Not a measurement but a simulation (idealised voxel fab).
Process module name: voxel self aligned vias
Section cut is 290 nm wide and gridded with 5 nm square cells.
We lay out every cross-section as a grid of square cells and spell it out in bands from the top down, where one band means one or more rows of cells.
Band entry format. Leading values: height of top, height of bottom, nm. Remainder: materials in left-to-right order, each with its width in nm. Special words: "full width" on a single material, which then fills the band edge to edge; "empty", empty space.
For the purposes of this specification, 0 denotes the height below which the wafer in its as-received condition is composed wholly of one material, and the lowermost band, lacking a lower limit, extends downward without end, as expressed in "0..down".
Width "30->40": first value at the band's top row of cells, second value at its bottom row, equal change from row to row.
No cell of the cross-section changed in a step that is given as "remained the same".
The entry "Tabulated closed voids" lists the empty spaces that cover at least 8 cells and have no open path to the top. Each is written as width x height at distance, where the distance is measured from the left edge and all three values are in nm.
Where a step's line continues beyond its settings, the continuation is a remark by the simulator itself on that step.
When a step includes a mask, the "overlay nm" setting on its line states how far to the right of its planned place that mask lay, and negative values state how far to the left.
**The steps planned for the process are as follows**
1: RECEIVE,material Si
2: CONFORMAL_DEP,material SiO2,thk nm 15
3: CONFORMAL_DEP,material SiCN,thk nm 5
4: DIRECTIONAL_DEP,material lowk,thk nm 20
5: DIRECTIONAL_DEP,material aC,thk nm 15
6: PATTERN,tone open,mask id LINES,material resist,width nm 30,pitch nm 75,thk nm 35,overlay nm 0
7: DIRECTIONAL_ETCH,etch materials aC,depth nm 15
8: STRIP,etch materials resist
9: DIRECTIONAL_ETCH,etch materials lowk,depth nm 20
10: STRIP,etch materials aC
11: CONFORMAL_DEP,material TiN,thk nm 5
12: FILL_DEP,material W,thk nm 5
13: CMP,height nm 40
14: SELECTIVE_ETCH,etch materials W Ru TiN,depth nm 10
15: FILL_DEP,material SiN,thk nm 5
16: CMP,height nm 40
17: DIRECTIONAL_DEP,material lowk,thk nm 15
18: MASKED_ETCH,tone open,mask id VIAS,width nm 50,pitch nm 75,etch materials lowk,depth nm 15,overlay nm 0
19: MASKED_ETCH,tone open,mask id VIAS,width nm 50,pitch nm 75,etch materials SiN,depth nm 10,overlay nm 0
20: CONFORMAL_DEP,material TiN,thk nm 5
21: FILL_DEP,material Ru,thk nm 10
22: CMP,height nm 55
23: CONFORMAL_DEP,material SiCN,thk nm 5
**So this is the incoming wafer in cross-section - it's already been through step 1**
    0..down = Si full width
    Tabulated closed voids: none
**First of two wafers: cross-section at end of module, run per plan**
    60..55 = SiCN full width
    55..45 = lowk=45; TiN=5; Ru=40; TiN=5; lowk=25; TiN=5; Ru=40; TiN=5; lowk=25; TiN=5; Ru=40; TiN=5; lowk=45
    45..35 = lowk=45->55; TiN=15->5; Ru=20; TiN=15->5; lowk=25->45; TiN=15->5; Ru=20; TiN=15->5; lowk=25->45; TiN=15->5; Ru=20; TiN=15->5; lowk=45->55
    35..30 = lowk=55; TiN=30; lowk=45; TiN=30; lowk=45; TiN=30; lowk=55
    30..25 = lowk=55; TiN=5; W=20; TiN=5; lowk=45; TiN=5; W=20; TiN=5; lowk=45; TiN=5; W=20; TiN=5; lowk=55
    25..20 = lowk=55; TiN=30; lowk=45; TiN=30; lowk=45; TiN=30; lowk=55
    20..15 = SiCN full width
    15..0 = SiO2 full width
    0..down = Si full width
    Tabulated closed voids: none
**Cross-section of the latter of the two wafers at module completion. It had an identical start and an identical plan to the former; in running it, one mistake was made**
    60..55 = SiCN full width
    55..45 = lowk=45; TiN=5; Ru=45; TiN=5; lowk=20; TiN=5; Ru=45; TiN=5; lowk=20; TiN=5; Ru=45; TiN=5; lowk=40
    45..35 = lowk=45->55; TiN=15->5; Ru=20; TiN=20->5; lowk=20->45; TiN=15->5; Ru=20; TiN=20->5; lowk=20->45; TiN=15->5; Ru=20; TiN=20->5; lowk=40->55
    35..30 = lowk=55; TiN=30; lowk=45; TiN=30; lowk=45; TiN=30; lowk=55
    30..25 = lowk=55; TiN=5; W=20; TiN=5; lowk=45; TiN=5; W=20; TiN=5; lowk=45; TiN=5; W=20; TiN=5; lowk=55
    25..20 = lowk=55; TiN=30; lowk=45; TiN=30; lowk=45; TiN=30; lowk=55
    20..15 = SiCN full width
    15..0 = SiO2 full width
    0..down = Si full width
    Tabulated closed voids: none
what went wrong: planned and actual differ for step 18; actual: MASKED_ETCH,tone open,mask id VIAS,width nm 55,pitch nm 75,etch materials lowk,depth nm 15,overlay nm 0
Cell-count delta at end, second wafer over first, by material: 6 more of Ru; 3 more of TiN; 9 fewer of lowk
